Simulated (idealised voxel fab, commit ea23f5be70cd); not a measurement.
You're looking at the process module voxel tone inversion.
Displayed cross-section: cut, width of 215 nm, square cells sized 5 nm.
Cross-sections here: square-cell grids, written as top-down lists of bands, a band being one or more rows of cells. Basically the band line says how high the top is and how high the bottom is, in nm, and then what's in it from left to right, every material with its width in nm. Empty space shows up as "empty", and if a single material carries "all across" it runs the full band edge to edge. Below 0: as-received wafer, all one material; heights counted from there. Lowest band: no bottom, goes on down, written "0 and below". Top row gets the first number, bottom row gets the second, and each row in between changes by the same step: that is how a band width like "30..40" works. The designation "stayed the same", where it is given for a processing step, indicates that no cell of the cross-section was altered in the course of that step. You'll see "Sealed void inventory" listing empty spaces that have no way open to the top, as long as they're 8 cells or more; the notation is width x height at distance, where the distance is from the left edge, and all of it is in nm. On each step's line, the part that comes after the settings is the simulator's own comment on the step. "overlay nm" on a masked step: distance the mask lay right of its planned place, negative for left.

SET OUT BELOW ARE THE PLANNED STEPS OF THE PROCESS
- 1: RECEIVE: material Si
- 2: CONFORMAL_DEP: material SiN, thk nm 10
- 3: DIRECTIONAL_DEP: material polySi, thk nm 25
- 4: PATTERN: tone cover, mask id POSTS, material resist, width nm 20, pitch nm 50, thk nm 35, overlay nm 0
- 5: DIRECTIONAL_ETCH: etch materials polySi, depth nm 25
- 6: STRIP: etch materials resist
- 7: FILL_DEP: material lowk, thk nm 5
- 8: CMP: height nm 35
- 9: STRIP: etch materials polySi
- 10: CONFORMAL_DEP: material TiN, thk nm 5
- 11: FILL_DEP: material Ru, thk nm 10
- 12: CMP: height nm 35
- 13: CONFORMAL_DEP: material SiCN, thk nm 5

FIRST WAFER, AS PLANNED

AS-RECEIVED STATE OF THE WAFER IN CROSS-SECTION, EQUIVALENT TO POST-STEP 1
> 0 and below  Si all across
> Sealed void inventory: none

STATE OF THE WAFER AFTER STEP 2, SHOWN IN CROSS-SECTION
> 10 down to 0  SiN all across
> Beneath the level 0, the cross-section is identical to its previous state.

STATE OF THE WAFER AFTER STEP 3, SHOWN IN CROSS-SECTION
> 35 down to 10  polySi all across
> Beneath the level 10, the cross-section is identical to its previous state.

STATE OF THE WAFER AFTER STEP 4, SHOWN IN CROSS-SECTION
> 70 down to 35  empty: 45  resist: 20  empty: 30  resist: 20  empty: 30  resist: 20  empty: 50
> Beneath the level 35, the cross-section is identical to its previous state.

STATE OF THE WAFER AFTER STEP 5, SHOWN IN CROSS-SECTION
> 70 down to 35  empty: 45  resist: 20  empty: 30  resist: 20  empty: 30  resist: 20  empty: 50
> 35 down to 10  empty: 45  polySi: 20  empty: 30  polySi: 20  empty: 30  polySi: 20  empty: 50
> Beneath the level 10, the cross-section is identical to its previous state.

STATE OF THE WAFER AFTER STEP 6, SHOWN IN CROSS-SECTION
> 35 down to 10  empty: 45  polySi: 20  empty: 30  polySi: 20  empty: 30  polySi: 20  empty: 50
> Beneath the level 10, the cross-section is identical to its previous state.

STATE OF THE WAFER AFTER STEP 7, SHOWN IN CROSS-SECTION
> 40 down to 35  lowk all across
> 35 down to 10  lowk: 45  polySi: 20  lowk: 30  polySi: 20  lowk: 30  polySi: 20  lowk: 50
> Beneath the level 10, the cross-section is identical to its previous state.

STATE OF THE WAFER AFTER STEP 8, SHOWN IN CROSS-SECTION
> 35 down to 10  lowk: 45  polySi: 20  lowk: 30  polySi: 20  lowk: 30  polySi: 20  lowk: 50
> Beneath the level 10, the cross-section is identical to its previous state.

STATE OF THE WAFER AFTER STEP 9, SHOWN IN CROSS-SECTION
> 35 down to 10  lowk: 45  empty: 20  lowk: 30  empty: 20  lowk: 30  empty: 20  lowk: 50
> Beneath the level 10, the cross-section is identical to its previous state.

STATE OF THE WAFER AFTER STEP 10, SHOWN IN CROSS-SECTION
> 40 down to 35  TiN: 50  empty: 10  TiN: 40  empty: 10  TiN: 40  empty: 10  TiN: 55
> 35 down to 15  lowk: 45  TiN: 5  empty: 10  TiN: 5  lowk: 30  TiN: 5  empty: 10  TiN: 5  lowk: 30  TiN: 5  empty: 10  TiN: 5  lowk: 50
> 15 down to 10  lowk: 45  TiN: 20  lowk: 30  TiN: 20  lowk: 30  TiN: 20  lowk: 50
> Beneath the level 10, the cross-section is identical to its previous state.

STATE OF THE WAFER AFTER STEP 11, SHOWN IN CROSS-SECTION
> 50 down to 40  Ru all across
> 40 down to 35  TiN: 50  Ru: 10  TiN: 40  Ru: 10  TiN: 40  Ru: 10  TiN: 55
> 35 down to 15  lowk: 45  TiN: 5  Ru: 10  TiN: 5  lowk: 30  TiN: 5  Ru: 10  TiN: 5  lowk: 30  TiN: 5  Ru: 10  TiN: 5  lowk: 50
> Beneath the level 15, the cross-section is identical to its previous state.

STATE OF THE WAFER AFTER STEP 12, SHOWN IN CROSS-SECTION
> 35 down to 15  lowk: 45  TiN: 5  Ru: 10  TiN: 5  lowk: 30  TiN: 5  Ru: 10  TiN: 5  lowk: 30  TiN: 5  Ru: 10  TiN: 5  lowk: 50
> Beneath the level 15, the cross-section is identical to its previous state.

STATE OF THE WAFER AFTER STEP 13, SHOWN IN CROSS-SECTION
> 40 down to 35  SiCN all across
> Beneath the level 35, the cross-section is identical to its previous state.

THE SECOND WAFER: IDENTICAL TO THE FIRST AT THE OUTSET AND IN ITS PLANNED SEQUENCE, DIFFERING ONLY IN THAT ONE MISTAKE WAS MADE DURING PROCESSING; UP TO AND INCLUDING STEP 8, ITS PATH IS THE FIRST WAFER'S PATH

SECOND WAFER CROSS-SECTION, TAKEN AS OF THE TIME THE PLAN SETS FOR STEP 9 TO BE DONE
> 35 down to 10  empty: 45  polySi: 20  empty: 30  polySi: 20  empty: 30  polySi: 20  empty: 50
> Beneath the level 10, the cross-section is identical to its previous state.

SECOND WAFER CROSS-SECTION, TAKEN AS OF THE TIME THE PLAN SETS FOR STEP 10 TO BE DONE
> 40 down to 35  empty: 40  TiN: 30  empty: 20  TiN: 30  empty: 20  TiN: 30  empty: 45
> 35 down to 15  empty: 40  TiN: 5  polySi: 20  TiN: 5  empty: 20  TiN: 5  polySi: 20  TiN: 5  empty: 20  TiN: 5  polySi: 20  TiN: 5  empty: 45
> 15 down to 10  TiN: 45  polySi: 20  TiN: 30  polySi: 20  TiN: 30  polySi: 20  TiN: 50
> Beneath the level 10, the cross-section is identical to its previous state.

SECOND WAFER CROSS-SECTION, TAKEN AS OF THE TIME THE PLAN SETS FOR STEP 11 TO BE DONE
> 50 down to 40  Ru all across
> 40 down to 35  Ru: 40  TiN: 30  Ru: 20  TiN: 30  Ru: 20  TiN: 30  Ru: 45
> 35 down to 15  Ru: 40  TiN: 5  polySi: 20  TiN: 5  Ru: 20  TiN: 5  polySi: 20  TiN: 5  Ru: 20  TiN: 5  polySi: 20  TiN: 5  Ru: 45
> Beneath the level 15, the cross-section is identical to its previous state.

SECOND WAFER CROSS-SECTION, TAKEN AS OF THE TIME THE PLAN SETS FOR STEP 12 TO BE DONE
> 35 down to 15  Ru: 40  TiN: 5  polySi: 20  TiN: 5  Ru: 20  TiN: 5  polySi: 20  TiN: 5  Ru: 20  TiN: 5  polySi: 20  TiN: 5  Ru: 45
> Beneath the level 15, the cross-section is identical to its previous state.

SECOND WAFER CROSS-SECTION, TAKEN AS OF THE TIME THE PLAN SETS FOR STEP 13 TO BE DONE
> 40 down to 35  SiCN all across
> Beneath the level 35, the cross-section is identical to its previous state.
So what did we get wrong on this run? step 9 ran with different settings than intended, the actual operation and settings being STRIP: etch materials lowk
The second wafer ends with more or fewer cells of some materials than the first, per final count: 76 more of Ru; 19 more of TiN; 155 fewer of lowk; 60 more of polySi
